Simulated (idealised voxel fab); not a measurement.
Process module under the name voxel capacitor over wiring
Cross-sectional view cut (width: 300 nm; square cell size: 5 nm).
Bands, listed from the top down, are how a cross-section gets written in this document; the cross-section itself is a grid of square cells, and a band is one or more rows of them.
Band entry format. Leading values: height of top, height of bottom, nm. Remainder: materials in left-to-right order, each with its width in nm. Special words: "everywhere" on a single material, which then fills the band edge to edge; "blank", empty space.
Heads up on the height convention: 0 is the point under which the incoming wafer is all one material, and the lowest band has no bottom, it just keeps going down, like "0 -> down".
A two-number width, for instance "30->40", indicates that the width is equal to the first number in the top row of the band and to the second number in the bottom row, and that it changes by a constant amount per row of cells.
It should be understood that the words "all unchanged", when stated for a given step, signify that the cross-section underwent no change in any of its cells during that step.
"Enclosed empty spaces" contains a list of empty spaces, each no smaller than 8 cells and without an open way to the top, written in the form width x height at distance with the distance from the left edge and all three in nm.
The remark found on a step's line after its settings is issued by the simulator itself and pertains to that step.
Regarding "overlay nm": on a step with a mask, it is the distance the mask lay to the right of its planned place; a negative value places it to the left.
Process steps foreseen in the plan
1. RECEIVE (material Si)
2. CONFORMAL_DEP (material SiO2; thk nm 10)
3. CONFORMAL_DEP (material SiN; thk nm 5)
4. DIRECTIONAL_DEP (material SiO2; thk nm 20)
5. DIRECTIONAL_DEP (material aC; thk nm 10)
6. PATTERN (tone open; mask id METAL_1; material resist; width nm 20; pitch nm 75; thk nm 30; overlay nm 0)
7. DIRECTIONAL_ETCH (etch materials aC; depth nm 10)
8. STRIP (etch materials resist)
9. DIRECTIONAL_ETCH (etch materials SiO2; depth nm 20)
10. DIRECTIONAL_ETCH (etch materials SiN; depth nm 5)
11. STRIP (etch materials aC)
12. CONFORMAL_DEP (material TiN; thk nm 5)
13. FILL_DEP (material Cu; thk nm 10)
14. CMP (height nm 35)
15. CONFORMAL_DEP (material SiCN; thk nm 5)
16. DIRECTIONAL_DEP (material lowk; thk nm 10)
17. DIRECTIONAL_DEP (material aC; thk nm 10)
18. PATTERN (tone open; mask id PLUG_1; material resist; width nm 15; thk nm 30; overlay nm 0)
19. DIRECTIONAL_ETCH (etch materials aC; depth nm 10)
20. STRIP (etch materials resist)
21. DIRECTIONAL_ETCH (etch materials lowk; depth nm 10)
22. DIRECTIONAL_ETCH (etch materials SiCN; depth nm 5)
23. STRIP (etch materials aC)
24. CONFORMAL_DEP (material TiN; thk nm 5)
25. FILL_DEP (material W; thk nm 10)
26. CMP (height nm 50)
27. DIRECTIONAL_DEP (material TiN; thk nm 10)
28. DIRECTIONAL_DEP (material Al2O3; thk nm 5)
29. DIRECTIONAL_DEP (material TiN; thk nm 10)
30. MASKED_ETCH (tone cover; mask id UPPER_PLATE; width nm 60; etch materials TiN; depth nm 10; overlay nm 0)
31. MASKED_ETCH (tone cover; mask id UPPER_PLATE; width nm 60; etch materials Al2O3; depth nm 5; overlay nm 0)
32. MASKED_ETCH (tone cover; mask id LOWER_PLATE; width nm 70; etch materials TiN; depth nm 10; overlay nm 0)
33. FILL_DEP (material SiO2; thk nm 15)
34. CMP (height nm 85)
35. MASKED_ETCH (tone open; mask id PLUG_2; width nm 15; etch materials SiO2; depth nm 10; overlay nm 0)
36. CONFORMAL_DEP (material TiN; thk nm 5)
37. FILL_DEP (material Cu; thk nm 10)
38. CMP (height nm 85)
39. CONFORMAL_DEP (material SiN; thk nm 5)
The first of two wafers, run as planned
Cross-sectional view of the wafer in its as-received condition, corresponding to the state after step 1
- 0 -> down | Si everywhere
- Enclosed empty spaces: none
Once step 2 is through, the wafer looks like this in cross-section
- 10 -> 0 | SiO2 everywhere
- For the remainder of the cross-section, below 0, there is no change.
Once step 3 is through, the wafer looks like this in cross-section
- 15 -> 10 | SiN everywhere
- For the remainder of the cross-section, below 10, there is no change.
Once step 4 is through, the wafer looks like this in cross-section
- 35 -> 15 | SiO2 everywhere
- For the remainder of the cross-section, below 15, there is no change.
Once step 5 is through, the wafer looks like this in cross-section
- 45 -> 35 | aC everywhere
- For the remainder of the cross-section, below 35, there is no change.
Once step 6 is through, the wafer looks like this in cross-section
- 75 -> 45 | resist 100 nm  blank 20 nm  resist 55 nm  blank 20 nm  resist 105 nm
- For the remainder of the cross-section, below 45, there is no change.
Once step 7 is through, the wafer looks like this in cross-section
- 65 -> 45 | resist 100 nm  blank 20 nm  resist 55 nm  blank 20 nm  resist 105 nm
- 45 -> 35 | aC 100 nm  blank 20 nm  aC 55 nm  blank 20 nm  aC 105 nm
- For the remainder of the cross-section, below 35, there is no change.
Once step 8 is through, the wafer looks like this in cross-section
- 45 -> 35 | aC 100 nm  blank 20 nm  aC 55 nm  blank 20 nm  aC 105 nm
- For the remainder of the cross-section, below 35, there is no change.
Once step 9 is through, the wafer looks like this in cross-section
- 45 -> 35 | aC 100 nm  blank 20 nm  aC 55 nm  blank 20 nm  aC 105 nm
- 35 -> 15 | SiO2 100 nm  blank 20 nm  SiO2 55 nm  blank 20 nm  SiO2 105 nm
- For the remainder of the cross-section, below 15, there is no change.
Once step 10 is through, the wafer looks like this in cross-section
- 45 -> 35 | aC 100 nm  blank 20 nm  aC 55 nm  blank 20 nm  aC 105 nm
- 35 -> 15 | SiO2 100 nm  blank 20 nm  SiO2 55 nm  blank 20 nm  SiO2 105 nm
- 15 -> 10 | SiN 100 nm  blank 20 nm  SiN 55 nm  blank 20 nm  SiN 105 nm
- For the remainder of the cross-section, below 10, there is no change.
Once step 11 is through, the wafer looks like this in cross-section
- 35 -> 15 | SiO2 100 nm  blank 20 nm  SiO2 55 nm  blank 20 nm  SiO2 105 nm
- For the remainder of the cross-section, below 15, there is no change.
Once step 12 is through, the wafer looks like this in cross-section
- 40 -> 35 | TiN 105 nm  blank 10 nm  TiN 65 nm  blank 10 nm  TiN 110 nm
- 35 -> 15 | SiO2 100 nm  TiN 5 nm  blank 10 nm  TiN 5 nm  SiO2 55 nm  TiN 5 nm  blank 10 nm  TiN 5 nm  SiO2 105 nm
- 15 -> 10 | SiN 100 nm  TiN 20 nm  SiN 55 nm  TiN 20 nm  SiN 105 nm
- For the remainder of the cross-section, below 10, there is no change.
Once step 13 is through, the wafer looks like this in cross-section
- 50 -> 40 | Cu everywhere
- 40 -> 35 | TiN 105 nm  Cu 10 nm  TiN 65 nm  Cu 10 nm  TiN 110 nm
- 35 -> 15 | SiO2 100 nm  TiN 5 nm  Cu 10 nm  TiN 5 nm  SiO2 55 nm  TiN 5 nm  Cu 10 nm  TiN 5 nm  SiO2 105 nm
- For the remainder of the cross-section, below 15, there is no change.
Once step 14 is through, the wafer looks like this in cross-section
- 35 -> 15 | SiO2 100 nm  TiN 5 nm  Cu 10 nm  TiN 5 nm  SiO2 55 nm  TiN 5 nm  Cu 10 nm  TiN 5 nm  SiO2 105 nm
- For the remainder of the cross-section, below 15, there is no change.
Once step 15 is through, the wafer looks like this in cross-section
- 40 -> 35 | SiCN everywhere
- For the remainder of the cross-section, below 35, there is no change.
Once step 16 is through, the wafer looks like this in cross-section
- 50 -> 40 | lowk everywhere
- For the remainder of the cross-section, below 40, there is no change.
Once step 17 is through, the wafer looks like this in cross-section
- 60 -> 50 | aC everywhere
- For the remainder of the cross-section, below 50, there is no change.
Once step 18 is through, the wafer looks like this in cross-section
- 90 -> 60 | resist 105 nm  blank 15 nm  resist 180 nm
- For the remainder of the cross-section, below 60, there is no change.
Once step 19 is through, the wafer looks like this in cross-section
- 80 -> 60 | resist 105 nm  blank 15 nm  resist 180 nm
- 60 -> 50 | aC 105 nm  blank 15 nm  aC 180 nm
- For the remainder of the cross-section, below 50, there is no change.
Once step 20 is through, the wafer looks like this in cross-section
- 60 -> 50 | aC 105 nm  blank 15 nm  aC 180 nm
- For the remainder of the cross-section, below 50, there is no change.
Once step 21 is through, the wafer looks like this in cross-section
- 60 -> 50 | aC 105 nm  blank 15 nm  aC 180 nm
- 50 -> 40 | lowk 105 nm  blank 15 nm  lowk 180 nm
- For the remainder of the cross-section, below 40, there is no change.
Once step 22 is through, the wafer looks like this in cross-section
- 60 -> 50 | aC 105 nm  blank 15 nm  aC 180 nm
- 50 -> 40 | lowk 105 nm  blank 15 nm  lowk 180 nm
- 40 -> 35 | SiCN 105 nm  blank 15 nm  SiCN 180 nm
- For the remainder of the cross-section, below 35, there is no change.
Once step 23 is through, the wafer looks like this in cross-section
- 50 -> 40 | lowk 105 nm  blank 15 nm  lowk 180 nm
- For the remainder of the cross-section, below 40, there is no change.
Once step 24 is through, the wafer looks like this in cross-section
- 55 -> 50 | TiN 110 nm  blank 5 nm  TiN 185 nm
- 50 -> 40 | lowk 105 nm  TiN 5 nm  blank 5 nm  TiN 5 nm  lowk 180 nm
- 40 -> 35 | SiCN 105 nm  TiN 15 nm  SiCN 180 nm
- For the remainder of the cross-section, below 35, there is no change.
Once step 25 is through, the wafer looks like this in cross-section
- 65 -> 55 | W everywhere
- 55 -> 50 | TiN 110 nm  W 5 nm  TiN 185 nm
- 50 -> 40 | lowk 105 nm  TiN 5 nm  W 5 nm  TiN 5 nm  lowk 180 nm
- For the remainder of the cross-section, below 40, there is no change.
Once step 26 is through, the wafer looks like this in cross-section
- 50 -> 40 | lowk 105 nm  TiN 5 nm  W 5 nm  TiN 5 nm  lowk 180 nm
- For the remainder of the cross-section, below 40, there is no change.
Once step 27 is through, the wafer looks like this in cross-section
- 60 -> 50 | TiN everywhere
- For the remainder of the cross-section, below 50, there is no change.
Once step 28 is through, the wafer looks like this in cross-section
- 65 -> 60 | Al2O3 everywhere
- For the remainder of the cross-section, below 60, there is no change.
Once step 29 is through, the wafer looks like this in cross-section
- 75 -> 65 | TiN everywhere
- For the remainder of the cross-section, below 65, there is no change.
Once step 30 is through, the wafer looks like this in cross-section
- 75 -> 65 | blank 105 nm  TiN 60 nm  blank 135 nm
- For the remainder of the cross-section, below 65, there is no change.
Once step 31 is through, the wafer looks like this in cross-section
- 75 -> 65 | blank 105 nm  TiN 60 nm  blank 135 nm
- 65 -> 60 | blank 105 nm  Al2O3 60 nm  blank 135 nm
- For the remainder of the cross-section, below 60, there is no change.
Once step 32 is through, the wafer looks like this in cross-section
- 75 -> 65 | blank 105 nm  TiN 60 nm  blank 135 nm
- 65 -> 60 | blank 105 nm  Al2O3 60 nm  blank 135 nm
- 60 -> 50 | blank 100 nm  TiN 70 nm  blank 130 nm
- For the remainder of the cross-section, below 50, there is no change.
Once step 33 is through, the wafer looks like this in cross-section
- 90 -> 75 | SiO2 everywhere
- 75 -> 65 | SiO2 105 nm  TiN 60 nm  SiO2 135 nm
- 65 -> 60 | SiO2 105 nm  Al2O3 60 nm  SiO2 135 nm
- 60 -> 50 | SiO2 100 nm  TiN 70 nm  SiO2 130 nm
- For the remainder of the cross-section, below 50, there is no change.
Once step 34 is through, the wafer looks like this in cross-section
- 85 -> 75 | SiO2 everywhere
- For the remainder of the cross-section, below 75, there is no change.
Once step 35 is through, the wafer looks like this in cross-section
- 85 -> 75 | SiO2 115 nm  blank 15 nm  SiO2 170 nm
- For the remainder of the cross-section, below 75, there is no change.
Once step 36 is through, the wafer looks like this in cross-section
- 90 -> 85 | TiN 120 nm  blank 5 nm  TiN 175 nm
- 85 -> 80 | SiO2 115 nm  TiN 5 nm  blank 5 nm  TiN 5 nm  SiO2 170 nm
- 80 -> 75 | SiO2 115 nm  TiN 15 nm  SiO2 170 nm
- For the remainder of the cross-section, below 75, there is no change.
Once step 37 is through, the wafer looks like this in cross-section
- 100 -> 90 | Cu everywhere
- 90 -> 85 | TiN 120 nm  Cu 5 nm  TiN 175 nm
- 85 -> 80 | SiO2 115 nm  TiN 5 nm  Cu 5 nm  TiN 5 nm  SiO2 170 nm
- For the remainder of the cross-section, below 80, there is no change.
Once step 38 is through, the wafer looks like this in cross-section
- 85 -> 80 | SiO2 115 nm  TiN 5 nm  Cu 5 nm  TiN 5 nm  SiO2 170 nm
- For the remainder of the cross-section, below 80, there is no change.
Once step 39 is through, the wafer looks like this in cross-section
- 90 -> 85 | SiN everywhere
- For the remainder of the cross-section, below 85, there is no change.
Second wafer, same starting conditions and recipe as the first, one mistake in executing it, nothing differs from the first up to and including step 34
X-section, second wafer, when step 35 was due to finish
- 85 -> 75 | SiO2 120 nm  blank 15 nm  SiO2 165 nm
- For the remainder of the cross-section, below 75, there is no change.
X-section, second wafer, when step 36 was due to finish
- 90 -> 85 | TiN 125 nm  blank 5 nm  TiN 170 nm
- 85 -> 80 | SiO2 120 nm  TiN 5 nm  blank 5 nm  TiN 5 nm  SiO2 165 nm
- 80 -> 75 | SiO2 120 nm  TiN 15 nm  SiO2 165 nm
- For the remainder of the cross-section, below 75, there is no change.
X-section, second wafer, when step 37 was due to finish
- 100 -> 90 | Cu everywhere
- 90 -> 85 | TiN 125 nm  Cu 5 nm  TiN 170 nm
- 85 -> 80 | SiO2 120 nm  TiN 5 nm  Cu 5 nm  TiN 5 nm  SiO2 165 nm
- For the remainder of the cross-section, below 80, there is no change.
X-section, second wafer, when step 38 was due to finish
- 85 -> 80 | SiO2 120 nm  TiN 5 nm  Cu 5 nm  TiN 5 nm  SiO2 165 nm
- For the remainder of the cross-section, below 80, there is no change.
X-section, second wafer, when step 39 was due to finish
- 90 -> 85 | SiN everywhere
- For the remainder of the cross-section, below 85, there is no change.
Deviation noted in wafer processing: step 35 did not use the planned setting and instead ran as MASKED_ETCH (tone open; mask id PLUG_2; width nm 15; etch materials SiO2; depth nm 10; overlay nm 5)
At the end, each material covers as many cells on the second wafer as it does on the first, though the cells it covers are elsewhere.
